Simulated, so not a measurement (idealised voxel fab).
You're looking at the process module voxel plated lines.
Section cut is 155 nm wide and gridded with 5 nm square cells.
How to read a cross-section here: the picture is a grid of square cells, written as bands going from the top down, and any band can span one or more rows of cells.
It is stipulated that each band's entry specify, in nanometres, the height of the top of the band and then that of its bottom, followed by the materials of the band in left-to-right sequence, each together with its width in nanometres. A single material marked by the word "edge to edge" is understood to fill the band from edge to edge; the word "blank" is understood to denote empty space.
Convention: height 0 is the level below which the wafer, as received, is all one material. The lowest band does not terminate at the bottom but continues downward, represented as "0 down".
The notation "30..40" denotes a width that varies across the rows of cells in the band, beginning at the first number in the top row, finishing at the second number in the bottom row, and changing by an identical amount from each row to the next.
"no change" -> step changed no cross-section cell.
"Completely enclosed voids" lists enclosed empty spaces (at least 8 cells, no open path upward to the top), each as width x height at distance from the left edge, in nm.
The remark found on a step's line after its settings is issued by the simulator itself and pertains to that step.
A step's line can hold "overlay nm"; with a mask on that step, the setting says how far right of the planned place the mask lay, while a negative setting says it lay to the left.
# Here's what the planned process steps look like
step 1: RECEIVE (material Si)
step 2: CONFORMAL_DEP (material SiO2; thk nm 15)
step 3: DIRECTIONAL_DEP (material TiN; thk nm 5)
step 4: PATTERN (tone open; mask id LINES; material resist; width nm 25; pitch nm 45; thk nm 35; overlay nm 0)
step 5: EPI (material Ru; thk nm 10)
step 6: EPI (material Ru; thk nm 5)
step 7: EPI (material Ru; thk nm 10)
step 8: STRIP (etch materials resist)
step 9: DIRECTIONAL_ETCH (etch materials TiN; depth nm 5)
step 10: CONFORMAL_DEP (material SiCN; thk nm 5)
# So, the first of our two wafers, run just as we planned it
# Cross-section of the wafer as it came to us, i.e., already through step 1
> 0 down  Si edge to edge
> Completely enclosed voids: none
# Upon completion of step 2, the wafer appears in cross-section as shown
> 15 to 0  SiO2 edge to edge
> All layers under 0 are left as they were.
# Upon completion of step 3, the wafer appears in cross-section as shown
> 20 to 15  TiN edge to edge
> All layers under 15 are left as they were.
# Upon completion of step 4, the wafer appears in cross-section as shown
> 55 to 20  40 resist | 25 blank | 20 resist | 25 blank | 45 resist
> All layers under 20 are left as they were.
# Upon completion of step 5, the wafer appears in cross-section as shown
> 55 to 30  40 resist | 25 blank | 20 resist | 25 blank | 45 resist
> 30 to 20  40 resist | 25 Ru | 20 resist | 25 Ru | 45 resist
> All layers under 20 are left as they were.
# Upon completion of step 6, the wafer appears in cross-section as shown
> 55 to 35  40 resist | 25 blank | 20 resist | 25 blank | 45 resist
> 35 to 20  40 resist | 25 Ru | 20 resist | 25 Ru | 45 resist
> All layers under 20 are left as they were.
# Upon completion of step 7, the wafer appears in cross-section as shown
> 55 to 45  40 resist | 25 blank | 20 resist | 25 blank | 45 resist
> 45 to 20  40 resist | 25 Ru | 20 resist | 25 Ru | 45 resist
> All layers under 20 are left as they were.
# Upon completion of step 8, the wafer appears in cross-section as shown
> 45 to 20  40 blank | 25 Ru | 20 blank | 25 Ru | 45 blank
> All layers under 20 are left as they were.
# Upon completion of step 9, the wafer appears in cross-section as shown
> 45 to 20  40 blank | 25 Ru | 20 blank | 25 Ru | 45 blank
> 20 to 15  40 blank | 25 TiN | 20 blank | 25 TiN | 45 blank
> All layers under 15 are left as they were.
# Upon completion of step 10, the wafer appears in cross-section as shown
> 50 to 45  35 blank | 35 SiCN | 10 blank | 35 SiCN | 40 blank
> 45 to 20  35 blank | 5 SiCN | 25 Ru | 5 SiCN | 10 blank | 5 SiCN | 25 Ru | 5 SiCN | 40 blank
> 20 to 15  40 SiCN | 25 TiN | 20 SiCN | 25 TiN | 45 SiCN
> All layers under 15 are left as they were.
# The Second Wafer: Common Origin and Plan, One Mistake in Execution, Identical to the First Through Step 1
# Cross-section of the second wafer when, according to plan, step 2 should have finished
> 15 to 0  TiN edge to edge
> All layers under 0 are left as they were.
# Cross-section of the second wafer when, according to plan, step 3 should have finished
> 20 to 0  TiN edge to edge
> All layers under 0 are left as they were.
# Cross-section of the second wafer when, according to plan, step 4 should have finished
> 55 to 20  40 resist | 25 blank | 20 resist | 25 blank | 45 resist
> All layers under 20 are left as they were.
# Cross-section of the second wafer when, according to plan, step 5 should have finished
> 55 to 30  40 resist | 25 blank | 20 resist | 25 blank | 45 resist
> 30 to 20  40 resist | 25 Ru | 20 resist | 25 Ru | 45 resist
> All layers under 20 are left as they were.
# Cross-section of the second wafer when, according to plan, step 6 should have finished
> 55 to 35  40 resist | 25 blank | 20 resist | 25 blank | 45 resist
> 35 to 20  40 resist | 25 Ru | 20 resist | 25 Ru | 45 resist
> All layers under 20 are left as they were.
# Cross-section of the second wafer when, according to plan, step 7 should have finished
> 55 to 45  40 resist | 25 blank | 20 resist | 25 blank | 45 resist
> 45 to 20  40 resist | 25 Ru | 20 resist | 25 Ru | 45 resist
> All layers under 20 are left as they were.
# Cross-section of the second wafer when, according to plan, step 8 should have finished
> 45 to 20  40 blank | 25 Ru | 20 blank | 25 Ru | 45 blank
> All layers under 20 are left as they were.
# Cross-section of the second wafer when, according to plan, step 9 should have finished
> 45 to 20  40 blank | 25 Ru | 20 blank | 25 Ru | 45 blank
> 20 to 15  40 blank | 25 TiN | 20 blank | 25 TiN | 45 blank
> All layers under 15 are left as they were.
# Cross-section of the second wafer when, according to plan, step 10 should have finished
> 50 to 45  35 blank | 35 SiCN | 10 blank | 35 SiCN | 40 blank
> 45 to 20  35 blank | 5 SiCN | 25 Ru | 5 SiCN | 10 blank | 5 SiCN | 25 Ru | 5 SiCN | 40 blank
> 20 to 15  40 SiCN | 25 TiN | 20 SiCN | 25 TiN | 45 SiCN
> All layers under 15 are left as they were.
Heads up, the wafer didn't run the way we planned it: step 2 deviated from plan and actually ran as CONFORMAL_DEP (material TiN; thk nm 15)
Bottom line after processing is that, in cells, the second wafer is up or down on some materials versus the first: SiO2: 93 fewer | TiN: 93 more
